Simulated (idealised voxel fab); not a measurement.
A process module follows: voxel capacitor over wiring.
Section cut is 225 nm wide and gridded with 5 nm square cells.
Heads up, the way a cross-section reads in here is a grid of square cells, handed over as bands from the top down, with every band being one or more rows of cells. Each band's line starts with the height of the band's top and of its bottom, in nm. Then come its materials from left to right, each with its width in nm. One material with "full width" fills the band from edge to edge. "blank" is empty space. For the purposes of this specification, 0 denotes the height below which the wafer in its as-received condition is composed wholly of one material, and the lowermost band, lacking a lower limit, extends downward without end, as expressed in "0 nm and below". Width spec "30..40" -> top row of cells at first value, bottom row at second value, equal per-row change in between. "nothing different" after a step means that no cell of the cross-section changed. The entry "Enclosed internal cavities" lists the empty spaces that cover at least 8 cells and have no open path to the top. Each is written as width x height at distance, where the distance is measured from the left edge and all three values are in nm. On a step's line, text after the settings is the simulator commenting on that step. The "overlay nm" setting may appear on a step's line; for a step that uses a mask, it gives how far to the right of its planned position the mask lay, and a negative value indicates the left.

The following list gives the planned process steps:
1,RECEIVE (material Si)
2,CONFORMAL_DEP (material SiO2; thk nm 10)
3,DIRECTIONAL_DEP (material TiN; thk nm 5)
4,DIRECTIONAL_DEP (material Ru; thk nm 20)
5,PATTERN (tone cover; mask id METAL_1; material resist; width nm 25; pitch nm 85; thk nm 15; overlay nm 0)
6,DIRECTIONAL_ETCH (etch materials Ru; depth nm 20)
7,DIRECTIONAL_ETCH (etch materials TiN; depth nm 5)
8,STRIP (etch materials resist)
9,CONFORMAL_DEP (material SiN; thk nm 5)
10,FILL_DEP (material SiO2; thk nm 5)
11,CMP (height nm 35)
12,CONFORMAL_DEP (material SiCN; thk nm 5)
13,DIRECTIONAL_DEP (material lowk; thk nm 20)
14,DIRECTIONAL_DEP (material aC; thk nm 15)
15,PATTERN (tone open; mask id PLUG_1; material resist; width nm 15; thk nm 30; overlay nm 0)
16,DIRECTIONAL_ETCH (etch materials aC; depth nm 15)
17,STRIP (etch materials resist)
18,DIRECTIONAL_ETCH (etch materials lowk; depth nm 20)
19,DIRECTIONAL_ETCH (etch materials SiCN; depth nm 5)
20,STRIP (etch materials aC)
21,CONFORMAL_DEP (material TiN; thk nm 5)
22,FILL_DEP (material W; thk nm 5)
23,CMP (height nm 60)
24,DIRECTIONAL_DEP (material TiN; thk nm 10)
25,DIRECTIONAL_DEP (material SiN; thk nm 5)
26,DIRECTIONAL_DEP (material TiN; thk nm 10)
27,MASKED_ETCH (tone cover; mask id UPPER_PLATE; width nm 65; etch materials TiN; depth nm 10; overlay nm 0)
28,MASKED_ETCH (tone cover; mask id UPPER_PLATE; width nm 65; etch materials SiN; depth nm 5; overlay nm 0)
29,DIRECTIONAL_DEP (material aC; thk nm 15)
30,PATTERN (tone cover; mask id LOWER_PLATE; material resist; width nm 75; thk nm 30; overlay nm 0)
31,DIRECTIONAL_ETCH (etch materials aC; depth nm 15)
32,STRIP (etch materials resist)
33,DIRECTIONAL_ETCH (etch materials TiN; depth nm 10)
34,STRIP (etch materials aC)
35,FILL_DEP (material SiO2; thk nm 15)
36,CMP (height nm 95)
37,PATTERN (tone open; mask id PLUG_2; material resist; width nm 15; thk nm 15; overlay nm 0)
38,DIRECTIONAL_ETCH (etch materials SiO2; depth nm 10)
39,STRIP (etch materials resist)
40,CONFORMAL_DEP (material TiN; thk nm 5)
41,FILL_DEP (material Cu; thk nm 10)
42,CMP (height nm 95)
43,CONFORMAL_DEP (material SiCN; thk nm 5)

The first of a set of two wafers, run to plan:

As-received state of the wafer in cross-section, equivalent to post-step 1:
    0 nm and below: Si full width
    Enclosed internal cavities: none

Cross-sectional representation of the wafer at the conclusion of step 2:
    10 nm to 0 nm: SiO2 full width
    For the remainder of the cross-section, below 0, there is no change.

Cross-sectional representation of the wafer at the conclusion of step 3:
    15 nm to 10 nm: TiN full width
    For the remainder of the cross-section, below 10, there is no change.

Cross-sectional representation of the wafer at the conclusion of step 4:
    35 nm to 15 nm: Ru full width
    For the remainder of the cross-section, below 15, there is no change.

Cross-sectional representation of the wafer at the conclusion of step 5:
    50 nm to 35 nm: blank 55 nm  resist 25 nm  blank 60 nm  resist 25 nm  blank 60 nm
    For the remainder of the cross-section, below 35, there is no change.

Cross-sectional representation of the wafer at the conclusion of step 6:
    50 nm to 35 nm: blank 55 nm  resist 25 nm  blank 60 nm  resist 25 nm  blank 60 nm
    35 nm to 15 nm: blank 55 nm  Ru 25 nm  blank 60 nm  Ru 25 nm  blank 60 nm
    For the remainder of the cross-section, below 15, there is no change.

Cross-sectional representation of the wafer at the conclusion of step 7:
    50 nm to 35 nm: blank 55 nm  resist 25 nm  blank 60 nm  resist 25 nm  blank 60 nm
    35 nm to 15 nm: blank 55 nm  Ru 25 nm  blank 60 nm  Ru 25 nm  blank 60 nm
    15 nm to 10 nm: blank 55 nm  TiN 25 nm  blank 60 nm  TiN 25 nm  blank 60 nm
    For the remainder of the cross-section, below 10, there is no change.

Cross-sectional representation of the wafer at the conclusion of step 8:
    35 nm to 15 nm: blank 55 nm  Ru 25 nm  blank 60 nm  Ru 25 nm  blank 60 nm
    For the remainder of the cross-section, below 15, there is no change.

Cross-sectional representation of the wafer at the conclusion of step 9:
    40 nm to 35 nm: blank 50 nm  SiN 35 nm  blank 50 nm  SiN 35 nm  blank 55 nm
    35 nm to 15 nm: blank 50 nm  SiN 5 nm  Ru 25 nm  SiN 5 nm  blank 50 nm  SiN 5 nm  Ru 25 nm  SiN 5 nm  blank 55 nm
    15 nm to 10 nm: SiN 55 nm  TiN 25 nm  SiN 60 nm  TiN 25 nm  SiN 60 nm
    For the remainder of the cross-section, below 10, there is no change.

Cross-sectional representation of the wafer at the conclusion of step 10:
    45 nm to 40 nm: SiO2 full width
    40 nm to 35 nm: SiO2 50 nm  SiN 35 nm  SiO2 50 nm  SiN 35 nm  SiO2 55 nm
    35 nm to 15 nm: SiO2 50 nm  SiN 5 nm  Ru 25 nm  SiN 5 nm  SiO2 50 nm  SiN 5 nm  Ru 25 nm  SiN 5 nm  SiO2 55 nm
    For the remainder of the cross-section, below 15, there is no change.

Cross-sectional representation of the wafer at the conclusion of step 11:
    35 nm to 15 nm: SiO2 50 nm  SiN 5 nm  Ru 25 nm  SiN 5 nm  SiO2 50 nm  SiN 5 nm  Ru 25 nm  SiN 5 nm  SiO2 55 nm
    For the remainder of the cross-section, below 15, there is no change.

Cross-sectional representation of the wafer at the conclusion of step 12:
    40 nm to 35 nm: SiCN full width
    For the remainder of the cross-section, below 35, there is no change.

Cross-sectional representation of the wafer at the conclusion of step 13:
    60 nm to 40 nm: lowk full width
    For the remainder of the cross-section, below 40, there is no change.

Cross-sectional representation of the wafer at the conclusion of step 14:
    75 nm to 60 nm: aC full width
    For the remainder of the cross-section, below 60, there is no change.

Cross-sectional representation of the wafer at the conclusion of step 15:
    105 nm to 75 nm: resist 65 nm  blank 15 nm  resist 145 nm
    For the remainder of the cross-section, below 75, there is no change.

Cross-sectional representation of the wafer at the conclusion of step 16:
    90 nm to 75 nm: resist 65 nm  blank 15 nm  resist 145 nm
    75 nm to 60 nm: aC 65 nm  blank 15 nm  aC 145 nm
    For the remainder of the cross-section, below 60, there is no change.

Cross-sectional representation of the wafer at the conclusion of step 17:
    75 nm to 60 nm: aC 65 nm  blank 15 nm  aC 145 nm
    For the remainder of the cross-section, below 60, there is no change.

Cross-sectional representation of the wafer at the conclusion of step 18:
    75 nm to 60 nm: aC 65 nm  blank 15 nm  aC 145 nm
    60 nm to 40 nm: lowk 65 nm  blank 15 nm  lowk 145 nm
    For the remainder of the cross-section, below 40, there is no change.

Cross-sectional representation of the wafer at the conclusion of step 19:
    75 nm to 60 nm: aC 65 nm  blank 15 nm  aC 145 nm
    60 nm to 40 nm: lowk 65 nm  blank 15 nm  lowk 145 nm
    40 nm to 35 nm: SiCN 65 nm  blank 15 nm  SiCN 145 nm
    For the remainder of the cross-section, below 35, there is no change.

Cross-sectional representation of the wafer at the conclusion of step 20:
    60 nm to 40 nm: lowk 65 nm  blank 15 nm  lowk 145 nm
    For the remainder of the cross-section, below 40, there is no change.

Cross-sectional representation of the wafer at the conclusion of step 21:
    65 nm to 60 nm: TiN 70 nm  blank 5 nm  TiN 150 nm
    60 nm to 40 nm: lowk 65 nm  TiN 5 nm  blank 5 nm  TiN 5 nm  lowk 145 nm
    40 nm to 35 nm: SiCN 65 nm  TiN 15 nm  SiCN 145 nm
    For the remainder of the cross-section, below 35, there is no change.

Cross-sectional representation of the wafer at the conclusion of step 22:
    70 nm to 65 nm: W full width
    65 nm to 60 nm: TiN 70 nm  W 5 nm  TiN 150 nm
    60 nm to 40 nm: lowk 65 nm  TiN 5 nm  W 5 nm  TiN 5 nm  lowk 145 nm
    For the remainder of the cross-section, below 40, there is no change.

Cross-sectional representation of the wafer at the conclusion of step 23:
    60 nm to 40 nm: lowk 65 nm  TiN 5 nm  W 5 nm  TiN 5 nm  lowk 145 nm
    For the remainder of the cross-section, below 40, there is no change.

Cross-sectional representation of the wafer at the conclusion of step 24:
    70 nm to 60 nm: TiN full width
    For the remainder of the cross-section, below 60, there is no change.

Cross-sectional representation of the wafer at the conclusion of step 25:
    75 nm to 70 nm: SiN full width
    For the remainder of the cross-section, below 70, there is no change.

Cross-sectional representation of the wafer at the conclusion of step 26:
    85 nm to 75 nm: TiN full width
    For the remainder of the cross-section, below 75, there is no change.

Cross-sectional representation of the wafer at the conclusion of step 27:
    85 nm to 75 nm: blank 65 nm  TiN 65 nm  blank 95 nm
    For the remainder of the cross-section, below 75, there is no change.

Cross-sectional representation of the wafer at the conclusion of step 28:
    85 nm to 75 nm: blank 65 nm  TiN 65 nm  blank 95 nm
    75 nm to 70 nm: blank 65 nm  SiN 65 nm  blank 95 nm
    For the remainder of the cross-section, below 70, there is no change.

Cross-sectional representation of the wafer at the conclusion of step 29:
    100 nm to 85 nm: blank 65 nm  aC 65 nm  blank 95 nm
    85 nm to 75 nm: aC 65 nm  TiN 65 nm  aC 95 nm
    75 nm to 70 nm: aC 65 nm  SiN 65 nm  aC 95 nm
    For the remainder of the cross-section, below 70, there is no change.

Cross-sectional representation of the wafer at the conclusion of step 30:
    130 nm to 100 nm: blank 60 nm  resist 75 nm  blank 90 nm
    100 nm to 85 nm: blank 60 nm  resist 5 nm  aC 65 nm  resist 5 nm  blank 90 nm
    For the remainder of the cross-section, below 85, there is no change.

Cross-sectional representation of the wafer at the conclusion of step 31:
    115 nm to 100 nm: blank 60 nm  resist 75 nm  blank 90 nm
    100 nm to 85 nm: blank 60 nm  resist 5 nm  aC 65 nm  resist 5 nm  blank 90 nm
    85 nm to 75 nm: blank 60 nm  aC 5 nm  TiN 65 nm  aC 5 nm  blank 90 nm
    75 nm to 70 nm: blank 60 nm  aC 5 nm  SiN 65 nm  aC 5 nm  blank 90 nm
    For the remainder of the cross-section, below 70, there is no change.

Cross-sectional representation of the wafer at the conclusion of step 32:
    100 nm to 85 nm: blank 65 nm  aC 65 nm  blank 95 nm
    For the remainder of the cross-section, below 85, there is no change.

Cross-sectional representation of the wafer at the conclusion of step 33:
    100 nm to 85 nm: blank 65 nm  aC 65 nm  blank 95 nm
    85 nm to 75 nm: blank 60 nm  aC 5 nm  TiN 65 nm  aC 5 nm  blank 90 nm
    75 nm to 70 nm: blank 60 nm  aC 5 nm  SiN 65 nm  aC 5 nm  blank 90 nm
    70 nm to 60 nm: blank 60 nm  TiN 75 nm  blank 90 nm
    For the remainder of the cross-section, below 60, there is no change.

Cross-sectional representation of the wafer at the conclusion of step 34:
    85 nm to 75 nm: blank 65 nm  TiN 65 nm  blank 95 nm
    75 nm to 70 nm: blank 65 nm  SiN 65 nm  blank 95 nm
    For the remainder of the cross-section, below 70, there is no change.

Cross-sectional representation of the wafer at the conclusion of step 35:
    100 nm to 85 nm: SiO2 full width
    85 nm to 75 nm: SiO2 65 nm  TiN 65 nm  SiO2 95 nm
    75 nm to 70 nm: SiO2 65 nm  SiN 65 nm  SiO2 95 nm
    70 nm to 60 nm: SiO2 60 nm  TiN 75 nm  SiO2 90 nm
    For the remainder of the cross-section, below 60, there is no change.

Cross-sectional representation of the wafer at the conclusion of step 36:
    95 nm to 85 nm: SiO2 full width
    For the remainder of the cross-section, below 85, there is no change.

Cross-sectional representation of the wafer at the conclusion of step 37:
    110 nm to 95 nm: resist 75 nm  blank 15 nm  resist 135 nm
    For the remainder of the cross-section, below 95, there is no change.

Cross-sectional representation of the wafer at the conclusion of step 38:
    110 nm to 95 nm: resist 75 nm  blank 15 nm  resist 135 nm
    95 nm to 85 nm: SiO2 75 nm  blank 15 nm  SiO2 135 nm
    For the remainder of the cross-section, below 85, there is no change.

Cross-sectional representation of the wafer at the conclusion of step 39:
    95 nm to 85 nm: SiO2 75 nm  blank 15 nm  SiO2 135 nm
    For the remainder of the cross-section, below 85, there is no change.

Cross-sectional representation of the wafer at the conclusion of step 40:
    100 nm to 95 nm: TiN 80 nm  blank 5 nm  TiN 140 nm
    95 nm to 90 nm: SiO2 75 nm  TiN 5 nm  blank 5 nm  TiN 5 nm  SiO2 135 nm
    90 nm to 85 nm: SiO2 75 nm  TiN 15 nm  SiO2 135 nm
    For the remainder of the cross-section, below 85, there is no change.

Cross-sectional representation of the wafer at the conclusion of step 41:
    110 nm to 100 nm: Cu full width
    100 nm to 95 nm: TiN 80 nm  Cu 5 nm  TiN 140 nm
    95 nm to 90 nm: SiO2 75 nm  TiN 5 nm  Cu 5 nm  TiN 5 nm  SiO2 135 nm
    For the remainder of the cross-section, below 90, there is no change.

Cross-sectional representation of the wafer at the conclusion of step 42:
    95 nm to 90 nm: SiO2 75 nm  TiN 5 nm  Cu 5 nm  TiN 5 nm  SiO2 135 nm
    For the remainder of the cross-section, below 90, there is no change.

Cross-sectional representation of the wafer at the conclusion of step 43:
    100 nm to 95 nm: SiCN full width
    For the remainder of the cross-section, below 95, there is no change.

The second wafer: identical to the first at the outset and in its planned sequence, differing only in that one mistake was made during processing; up to and including step 4, its path is the first wafer's path:

Second wafer at the planned finish of step 5, seen in cross-section:
    50 nm to 35 nm: resist 55 nm  blank 25 nm  resist 60 nm  blank 25 nm  resist 60 nm
    For the remainder of the cross-section, below 35, there is no change.

Second wafer at the planned finish of step 6, seen in cross-section:
    50 nm to 35 nm: resist 55 nm  blank 25 nm  resist 60 nm  blank 25 nm  resist 60 nm
    35 nm to 15 nm: Ru 55 nm  blank 25 nm  Ru 60 nm  blank 25 nm  Ru 60 nm
    For the remainder of the cross-section, below 15, there is no change.

Second wafer at the planned finish of step 7, seen in cross-section:
    50 nm to 35 nm: resist 55 nm  blank 25 nm  resist 60 nm  blank 25 nm  resist 60 nm
    35 nm to 15 nm: Ru 55 nm  blank 25 nm  Ru 60 nm  blank 25 nm  Ru 60 nm
    15 nm to 10 nm: TiN 55 nm  blank 25 nm  TiN 60 nm  blank 25 nm  TiN 60 nm
    For the remainder of the cross-section, below 10, there is no change.

Second wafer at the planned finish of step 8, seen in cross-section:
    35 nm to 15 nm: Ru 55 nm  blank 25 nm  Ru 60 nm  blank 25 nm  Ru 60 nm
    For the remainder of the cross-section, below 15, there is no change.

Second wafer at the planned finish of step 9, seen in cross-section:
    40 nm to 35 nm: SiN 60 nm  blank 15 nm  SiN 70 nm  blank 15 nm  SiN 65 nm
    35 nm to 15 nm: Ru 55 nm  SiN 5 nm  blank 15 nm  SiN 5 nm  Ru 60 nm  SiN 5 nm  blank 15 nm  SiN 5 nm  Ru 60 nm
    15 nm to 10 nm: TiN 55 nm  SiN 25 nm  TiN 60 nm  SiN 25 nm  TiN 60 nm
    For the remainder of the cross-section, below 10, there is no change.

Second wafer at the planned finish of step 10, seen in cross-section:
    45 nm to 40 nm: SiO2 full width
    40 nm to 35 nm: SiN 60 nm  SiO2 15 nm  SiN 70 nm  SiO2 15 nm  SiN 65 nm
    35 nm to 15 nm: Ru 55 nm  SiN 5 nm  SiO2 15 nm  SiN 5 nm  Ru 60 nm  SiN 5 nm  SiO2 15 nm  SiN 5 nm  Ru 60 nm
    For the remainder of the cross-section, below 15, there is no change.

Second wafer at the planned finish of step 11, seen in cross-section:
    35 nm to 15 nm: Ru 55 nm  SiN 5 nm  SiO2 15 nm  SiN 5 nm  Ru 60 nm  SiN 5 nm  SiO2 15 nm  SiN 5 nm  Ru 60 nm
    For the remainder of the cross-section, below 15, there is no change.

Second wafer at the planned finish of step 12, seen in cross-section:
    40 nm to 35 nm: SiCN full width
    For the remainder of the cross-section, below 35, there is no change.

Second wafer at the planned finish of step 13, seen in cross-section:
    60 nm to 40 nm: lowk full width
    For the remainder of the cross-section, below 40, there is no change.

Second wafer at the planned finish of step 14, seen in cross-section:
    75 nm to 60 nm: aC full width
    For the remainder of the cross-section, below 60, there is no change.

Second wafer at the planned finish of step 15, seen in cross-section:
    105 nm to 75 nm: resist 65 nm  blank 15 nm  resist 145 nm
    For the remainder of the cross-section, below 75, there is no change.

Second wafer at the planned finish of step 16, seen in cross-section:
    90 nm to 75 nm: resist 65 nm  blank 15 nm  resist 145 nm
    75 nm to 60 nm: aC 65 nm  blank 15 nm  aC 145 nm
    For the remainder of the cross-section, below 60, there is no change.

Second wafer at the planned finish of step 17, seen in cross-section:
    75 nm to 60 nm: aC 65 nm  blank 15 nm  aC 145 nm
    For the remainder of the cross-section, below 60, there is no change.

Second wafer at the planned finish of step 18, seen in cross-section:
    75 nm to 60 nm: aC 65 nm  blank 15 nm  aC 145 nm
    60 nm to 40 nm: lowk 65 nm  blank 15 nm  lowk 145 nm
    For the remainder of the cross-section, below 40, there is no change.

Second wafer at the planned finish of step 19, seen in cross-section:
    75 nm to 60 nm: aC 65 nm  blank 15 nm  aC 145 nm
    60 nm to 40 nm: lowk 65 nm  blank 15 nm  lowk 145 nm
    40 nm to 35 nm: SiCN 65 nm  blank 15 nm  SiCN 145 nm
    For the remainder of the cross-section, below 35, there is no change.

Second wafer at the planned finish of step 20, seen in cross-section:
    60 nm to 40 nm: lowk 65 nm  blank 15 nm  lowk 145 nm
    For the remainder of the cross-section, below 40, there is no change.

Second wafer at the planned finish of step 21, seen in cross-section:
    65 nm to 60 nm: TiN 70 nm  blank 5 nm  TiN 150 nm
    60 nm to 40 nm: lowk 65 nm  TiN 5 nm  blank 5 nm  TiN 5 nm  lowk 145 nm
    40 nm to 35 nm: SiCN 65 nm  TiN 15 nm  SiCN 145 nm
    For the remainder of the cross-section, below 35, there is no change.

Second wafer at the planned finish of step 22, seen in cross-section:
    70 nm to 65 nm: W full width
    65 nm to 60 nm: TiN 70 nm  W 5 nm  TiN 150 nm
    60 nm to 40 nm: lowk 65 nm  TiN 5 nm  W 5 nm  TiN 5 nm  lowk 145 nm
    For the remainder of the cross-section, below 40, there is no change.

Second wafer at the planned finish of step 23, seen in cross-section:
    60 nm to 40 nm: lowk 65 nm  TiN 5 nm  W 5 nm  TiN 5 nm  lowk 145 nm
    For the remainder of the cross-section, below 40, there is no change.

Second wafer at the planned finish of step 24, seen in cross-section:
    70 nm to 60 nm: TiN full width
    For the remainder of the cross-section, below 60, there is no change.

Second wafer at the planned finish of step 25, seen in cross-section:
    75 nm to 70 nm: SiN full width
    For the remainder of the cross-section, below 70, there is no change.

Second wafer at the planned finish of step 26, seen in cross-section:
    85 nm to 75 nm: TiN full width
    For the remainder of the cross-section, below 75, there is no change.

Second wafer at the planned finish of step 27, seen in cross-section:
    85 nm to 75 nm: blank 65 nm  TiN 65 nm  blank 95 nm
    For the remainder of the cross-section, below 75, there is no change.

Second wafer at the planned finish of step 28, seen in cross-section:
    85 nm to 75 nm: blank 65 nm  TiN 65 nm  blank 95 nm
    75 nm to 70 nm: blank 65 nm  SiN 65 nm  blank 95 nm
    For the remainder of the cross-section, below 70, there is no change.

Second wafer at the planned finish of step 29, seen in cross-section:
    100 nm to 85 nm: blank 65 nm  aC 65 nm  blank 95 nm
    85 nm to 75 nm: aC 65 nm  TiN 65 nm  aC 95 nm
    75 nm to 70 nm: aC 65 nm  SiN 65 nm  aC 95 nm
    For the remainder of the cross-section, below 70, there is no change.

Second wafer at the planned finish of step 30, seen in cross-section:
    130 nm to 100 nm: blank 60 nm  resist 75 nm  blank 90 nm
    100 nm to 85 nm: blank 60 nm  resist 5 nm  aC 65 nm  resist 5 nm  blank 90 nm
    For the remainder of the cross-section, below 85, there is no change.

Second wafer at the planned finish of step 31, seen in cross-section:
    115 nm to 100 nm: blank 60 nm  resist 75 nm  blank 90 nm
    100 nm to 85 nm: blank 60 nm  resist 5 nm  aC 65 nm  resist 5 nm  blank 90 nm
    85 nm to 75 nm: blank 60 nm  aC 5 nm  TiN 65 nm  aC 5 nm  blank 90 nm
    75 nm to 70 nm: blank 60 nm  aC 5 nm  SiN 65 nm  aC 5 nm  blank 90 nm
    For the remainder of the cross-section, below 70, there is no change.

Second wafer at the planned finish of step 32, seen in cross-section:
    100 nm to 85 nm: blank 65 nm  aC 65 nm  blank 95 nm
    For the remainder of the cross-section, below 85, there is no change.

Second wafer at the planned finish of step 33, seen in cross-section:
    100 nm to 85 nm: blank 65 nm  aC 65 nm  blank 95 nm
    85 nm to 75 nm: blank 60 nm  aC 5 nm  TiN 65 nm  aC 5 nm  blank 90 nm
    75 nm to 70 nm: blank 60 nm  aC 5 nm  SiN 65 nm  aC 5 nm  blank 90 nm
    70 nm to 60 nm: blank 60 nm  TiN 75 nm  blank 90 nm
    For the remainder of the cross-section, below 60, there is no change.

Second wafer at the planned finish of step 34, seen in cross-section:
    85 nm to 75 nm: blank 65 nm  TiN 65 nm  blank 95 nm
    75 nm to 70 nm: blank 65 nm  SiN 65 nm  blank 95 nm
    For the remainder of the cross-section, below 70, there is no change.

Second wafer at the planned finish of step 35, seen in cross-section:
    100 nm to 85 nm: SiO2 full width
    85 nm to 75 nm: SiO2 65 nm  TiN 65 nm  SiO2 95 nm
    75 nm to 70 nm: SiO2 65 nm  SiN 65 nm  SiO2 95 nm
    70 nm to 60 nm: SiO2 60 nm  TiN 75 nm  SiO2 90 nm
    For the remainder of the cross-section, below 60, there is no change.

Second wafer at the planned finish of step 36, seen in cross-section:
    95 nm to 85 nm: SiO2 full width
    For the remainder of the cross-section, below 85, there is no change.

Second wafer at the planned finish of step 37, seen in cross-section:
    110 nm to 95 nm: resist 75 nm  blank 15 nm  resist 135 nm
    For the remainder of the cross-section, below 95, there is no change.

Second wafer at the planned finish of step 38, seen in cross-section:
    110 nm to 95 nm: resist 75 nm  blank 15 nm  resist 135 nm
    95 nm to 85 nm: SiO2 75 nm  blank 15 nm  SiO2 135 nm
    For the remainder of the cross-section, below 85, there is no change.

Second wafer at the planned finish of step 39, seen in cross-section:
    95 nm to 85 nm: SiO2 75 nm  blank 15 nm  SiO2 135 nm
    For the remainder of the cross-section, below 85, there is no change.

Second wafer at the planned finish of step 40, seen in cross-section:
    100 nm to 95 nm: TiN 80 nm  blank 5 nm  TiN 140 nm
    95 nm to 90 nm: SiO2 75 nm  TiN 5 nm  blank 5 nm  TiN 5 nm  SiO2 135 nm
    90 nm to 85 nm: SiO2 75 nm  TiN 15 nm  SiO2 135 nm
    For the remainder of the cross-section, below 85, there is no change.

Second wafer at the planned finish of step 41, seen in cross-section:
    110 nm to 100 nm: Cu full width
    100 nm to 95 nm: TiN 80 nm  Cu 5 nm  TiN 140 nm
    95 nm to 90 nm: SiO2 75 nm  TiN 5 nm  Cu 5 nm  TiN 5 nm  SiO2 135 nm
    For the remainder of the cross-section, below 90, there is no change.

Second wafer at the planned finish of step 42, seen in cross-section:
    95 nm to 90 nm: SiO2 75 nm  TiN 5 nm  Cu 5 nm  TiN 5 nm  SiO2 135 nm
    For the remainder of the cross-section, below 90, there is no change.

Second wafer at the planned finish of step 43, seen in cross-section:
    100 nm to 95 nm: SiCN full width
    For the remainder of the cross-section, below 95, there is no change.
What was the processing mistake? step 5 did not use the planned setting and instead ran as PATTERN (tone open; mask id METAL_1; material resist; width nm 25; pitch nm 85; thk nm 15; overlay nm 0)
Upon completion, the second wafer contains, in terms of cells, a greater or smaller amount of certain materials than the first wafer: Ru: 100 more; SiN: 25 fewer; SiO2: 100 fewer; TiN: 25 more
